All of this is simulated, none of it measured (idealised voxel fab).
process module | voxel fin reveal
cross-section cut | 270 nm wide | cells 5 nm
A cross-section is a grid of square cells, given in bands from the top down. A band is one or more rows of cells.
Each band's line starts with the height of the band's top and of its bottom, in nm. Then come its materials from left to right, each with its width in nm. One material with "throughout" fills the band from edge to edge. "air" is empty space.
Height 0 is the level under which the wafer as received is all one material. The lowest band goes on downwards, as in "0 down".
A width such as "30 to 40" changes by the same amount from each row of cells to the next, from the band's top row to its bottom row.
"no change" after a step means that no cell of the cross-section changed.
closed voids: empty space of 8 cells or more with no open way to the top, each as width x height at its distance from the left edge, in nm
after a step's settings: what the simulator itself notes on the step
overlay nm, on a step with a mask: how far to the right of its planned place the mask lay; to the left if negative
plan
1 op RECEIVE | material Si
2 op CONFORMAL_DEP | material SiN | thk nm 10
3 op DIRECTIONAL_DEP | material aC | thk nm 15
4 op PATTERN | tone cover | mask id FINS | material resist | width nm 15 | pitch nm 35 | thk nm 35 | overlay nm 0
5 op DIRECTIONAL_ETCH | etch materials aC | depth nm 15
6 op STRIP | etch materials resist
7 op DIRECTIONAL_ETCH | etch materials SiN | depth nm 10
8 op DIRECTIONAL_ETCH | etch materials Si | depth nm 40
9 op STRIP | etch materials aC
10 op FILL_DEP | material SiO2 | thk nm 10
11 op CMP | height nm 10
12 op SELECTIVE_ETCH | etch materials SiO2 | depth nm 20
13 op STRIP | etch materials SiN
as received, after step 1
  0 down: Si throughout
  closed voids: none
first wafer at the end, as planned
  0 to -10: air 110 | Si 15 | air 20 | Si 15 | air 110
  -10 to -40: SiO2 110 | Si 15 | SiO2 20 | Si 15 | SiO2 110
  -40 down: Si throughout
  closed voids: none
second wafer at the end: like start, like plan, one mistake
  0 to -10: air 110 | Si 15 | air 20 | Si 15 | air 110
  -10 to -20: SiO2 90 | air 20 | Si 15 | air 20 | Si 15 | air 20 | SiO2 90
  -20 to -40: SiO2 110 | Si 15 | SiO2 20 | Si 15 | SiO2 110
  -40 down: Si throughout
  closed voids: none
what went wrong: steps 12 and 13 were swapped
at the end the second wafer has, in cells: 24 fewer of SiO2
